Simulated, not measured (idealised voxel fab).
process module | voxel self aligned vias
cross-section cut | 210 nm wide | cells 5 nm
A cross-section is a grid of square cells, given in bands from the top down. A band is one or more rows of cells.
Each band's line starts with the height of the band's top and of its bottom, in nm. Then come its materials from left to right, each with its width in nm. One material with "throughout" fills the band from edge to edge. "air" is empty space.
Height 0 is the level under which the wafer as received is all one material. The lowest band goes on downwards, as in "0 down".
A width such as "30 to 40" changes by the same amount from each row of cells to the next, from the band's top row to its bottom row.
"no change" after a step means that no cell of the cross-section changed.
closed voids: empty space of 8 cells or more with no open way to the top, each as width x height at its distance from the left edge, in nm
after a step's settings: what the simulator itself notes on the step
overlay nm, on a step with a mask: how far to the right of its planned place the mask lay; to the left if negative
plan
1 op RECEIVE | material Si
2 op CONFORMAL_DEP | material SiO2 | thk nm 15
3 op CONFORMAL_DEP | material SiCN | thk nm 5
4 op DIRECTIONAL_DEP | material SiO2 | thk nm 30
5 op DIRECTIONAL_DEP | material aC | thk nm 15
6 op PATTERN | tone open | mask id LINES | material resist | width nm 30 | pitch nm 65 | thk nm 30 | overlay nm 0
7 op DIRECTIONAL_ETCH | etch materials aC | depth nm 15
8 op STRIP | etch materials resist
9 op DIRECTIONAL_ETCH | etch materials SiO2 | depth nm 30
10 op STRIP | etch materials aC
11 op CONFORMAL_DEP | material TiN | thk nm 5
12 op FILL_DEP | material W | thk nm 10
13 op CMP | height nm 50
14 op SELECTIVE_ETCH | etch materials W Ru TiN | depth nm 5
15 op FILL_DEP | material SiN | thk nm 10
16 op CMP | height nm 50
17 op DIRECTIONAL_DEP | material SiO2 | thk nm 20
18 op PATTERN | tone open | mask id VIAS | material resist | width nm 40 | thk nm 15 | overlay nm 0
19 op DIRECTIONAL_ETCH | etch materials SiO2 | depth nm 20
20 op DIRECTIONAL_ETCH | etch materials SiN | depth nm 5
21 op STRIP | etch materials resist
22 op CONFORMAL_DEP | material TiN | thk nm 5
23 op FILL_DEP | material Ru | thk nm 10
24 op CMP | height nm 70
25 op CONFORMAL_DEP | material SiN | thk nm 5
first wafer, as planned
as received, after step 1
  0 down: Si throughout
  closed voids: none
after step 2
  15 to 0: SiO2 throughout
  below 0: unchanged
after step 3
  20 to 15: SiCN throughout
  below 15: unchanged
after step 4
  50 to 20: SiO2 throughout
  below 20: unchanged
after step 5
  65 to 50: aC throughout
  below 50: unchanged
after step 6
  95 to 65: resist 55 | air 30 | resist 35 | air 30 | resist 60
  below 65: unchanged
after step 7
  80 to 65: resist 55 | air 30 | resist 35 | air 30 | resist 60
  65 to 50: aC 55 | air 30 | aC 35 | air 30 | aC 60
  below 50: unchanged
after step 8
  65 to 50: aC 55 | air 30 | aC 35 | air 30 | aC 60
  below 50: unchanged
after step 9
  65 to 50: aC 55 | air 30 | aC 35 | air 30 | aC 60
  50 to 20: SiO2 55 | air 30 | SiO2 35 | air 30 | SiO2 60
  below 20: unchanged
after step 10
  50 to 20: SiO2 55 | air 30 | SiO2 35 | air 30 | SiO2 60
  below 20: unchanged
after step 11
  55 to 50: TiN 60 | air 20 | TiN 45 | air 20 | TiN 65
  50 to 25: SiO2 55 | TiN 5 | air 20 | TiN 5 | SiO2 35 | TiN 5 | air 20 | TiN 5 | SiO2 60
  25 to 20: SiO2 55 | TiN 30 | SiO2 35 | TiN 30 | SiO2 60
  below 20: unchanged
after step 12
  65 to 55: W throughout
  55 to 50: TiN 60 | W 20 | TiN 45 | W 20 | TiN 65
  50 to 25: SiO2 55 | TiN 5 | W 20 | TiN 5 | SiO2 35 | TiN 5 | W 20 | TiN 5 | SiO2 60
  below 25: unchanged
after step 13
  50 to 25: SiO2 55 | TiN 5 | W 20 | TiN 5 | SiO2 35 | TiN 5 | W 20 | TiN 5 | SiO2 60
  below 25: unchanged
after step 14
  50 to 45: SiO2 55 | air 30 | SiO2 35 | air 30 | SiO2 60
  below 45: unchanged
after step 15
  60 to 50: SiN throughout
  50 to 45: SiO2 55 | SiN 30 | SiO2 35 | SiN 30 | SiO2 60
  below 45: unchanged
after step 16
  50 to 45: SiO2 55 | SiN 30 | SiO2 35 | SiN 30 | SiO2 60
  below 45: unchanged
after step 17
  70 to 50: SiO2 throughout
  below 50: unchanged
after step 18
  85 to 70: resist 50 | air 40 | resist 120
  below 70: unchanged
after step 19
  85 to 70: resist 50 | air 40 | resist 120
  70 to 50: SiO2 50 | air 40 | SiO2 120
  below 50: unchanged
after step 20
  85 to 70: resist 50 | air 40 | resist 120
  70 to 50: SiO2 50 | air 40 | SiO2 120
  50 to 45: SiO2 55 | air 30 | SiO2 35 | SiN 30 | SiO2 60
  below 45: unchanged
after step 21
  70 to 50: SiO2 50 | air 40 | SiO2 120
  below 50: unchanged
after step 22
  75 to 70: TiN 55 | air 30 | TiN 125
  70 to 55: SiO2 50 | TiN 5 | air 30 | TiN 5 | SiO2 120
  55 to 50: SiO2 50 | TiN 10 | air 20 | TiN 10 | SiO2 120
  50 to 45: SiO2 55 | TiN 30 | SiO2 35 | SiN 30 | SiO2 60
  below 45: unchanged
after step 23
  85 to 75: Ru throughout
  75 to 70: TiN 55 | Ru 30 | TiN 125
  70 to 55: SiO2 50 | TiN 5 | Ru 30 | TiN 5 | SiO2 120
  55 to 50: SiO2 50 | TiN 10 | Ru 20 | TiN 10 | SiO2 120
  below 50: unchanged
after step 24
  70 to 55: SiO2 50 | TiN 5 | Ru 30 | TiN 5 | SiO2 120
  below 55: unchanged
after step 25
  75 to 70: SiN throughout
  below 70: unchanged
second wafer: like start, like plan, one mistake. Through step 3 it matches the first wafer
when step 4 should have ended
  40 to 20: SiO2 throughout
  below 20: unchanged
when step 5 should have ended
  55 to 40: aC throughout
  below 40: unchanged
when step 6 should have ended
  85 to 55: resist 55 | air 30 | resist 35 | air 30 | resist 60
  below 55: unchanged
when step 7 should have ended
  70 to 55: resist 55 | air 30 | resist 35 | air 30 | resist 60
  55 to 40: aC 55 | air 30 | aC 35 | air 30 | aC 60
  below 40: unchanged
when step 8 should have ended
  55 to 40: aC 55 | air 30 | aC 35 | air 30 | aC 60
  below 40: unchanged
when step 9 should have ended
  55 to 40: aC 55 | air 30 | aC 35 | air 30 | aC 60
  40 to 20: SiO2 55 | air 30 | SiO2 35 | air 30 | SiO2 60
  below 20: unchanged
when step 10 should have ended
  40 to 20: SiO2 55 | air 30 | SiO2 35 | air 30 | SiO2 60
  below 20: unchanged
when step 11 should have ended
  45 to 40: TiN 60 | air 20 | TiN 45 | air 20 | TiN 65
  40 to 25: SiO2 55 | TiN 5 | air 20 | TiN 5 | SiO2 35 | TiN 5 | air 20 | TiN 5 | SiO2 60
  25 to 20: SiO2 55 | TiN 30 | SiO2 35 | TiN 30 | SiO2 60
  below 20: unchanged
when step 12 should have ended
  55 to 45: W throughout
  45 to 40: TiN 60 | W 20 | TiN 45 | W 20 | TiN 65
  40 to 25: SiO2 55 | TiN 5 | W 20 | TiN 5 | SiO2 35 | TiN 5 | W 20 | TiN 5 | SiO2 60
  below 25: unchanged
when step 13 should have ended
  50 to 45: W throughout
  below 45: unchanged
when step 14 should have ended
  45 to 40: TiN 60 | W 20 | TiN 45 | W 20 | TiN 65
  below 40: unchanged
when step 15 should have ended
  55 to 45: SiN throughout
  below 45: unchanged
when step 16 should have ended
  50 to 45: SiN throughout
  below 45: unchanged
when step 17 should have ended
  70 to 50: SiO2 throughout
  below 50: unchanged
when step 18 should have ended
  85 to 70: resist 50 | air 40 | resist 120
  below 70: unchanged
when step 19 should have ended
  85 to 70: resist 50 | air 40 | resist 120
  70 to 50: SiO2 50 | air 40 | SiO2 120
  below 50: unchanged
when step 20 should have ended
  85 to 70: resist 50 | air 40 | resist 120
  70 to 50: SiO2 50 | air 40 | SiO2 120
  50 to 45: SiN 50 | air 40 | SiN 120
  below 45: unchanged
when step 21 should have ended
  70 to 50: SiO2 50 | air 40 | SiO2 120
  below 50: unchanged
when step 22 should have ended
  75 to 70: TiN 55 | air 30 | TiN 125
  70 to 50: SiO2 50 | TiN 5 | air 30 | TiN 5 | SiO2 120
  50 to 45: SiN 50 | TiN 40 | SiN 120
  below 45: unchanged
when step 23 should have ended
  85 to 75: Ru throughout
  75 to 70: TiN 55 | Ru 30 | TiN 125
  70 to 50: SiO2 50 | TiN 5 | Ru 30 | TiN 5 | SiO2 120
  below 50: unchanged
when step 24 should have ended
  70 to 50: SiO2 50 | TiN 5 | Ru 30 | TiN 5 | SiO2 120
  below 50: unchanged
when step 25 should have ended
  75 to 70: SiN throughout
  below 70: unchanged
what went wrong: step 4 ran as: op DIRECTIONAL_DEP | material SiO2 | thk nm 20
at the end the second wafer has, in cells: 2 more of Ru | 28 more of SiN | 60 fewer of SiO2 | 30 more of TiN
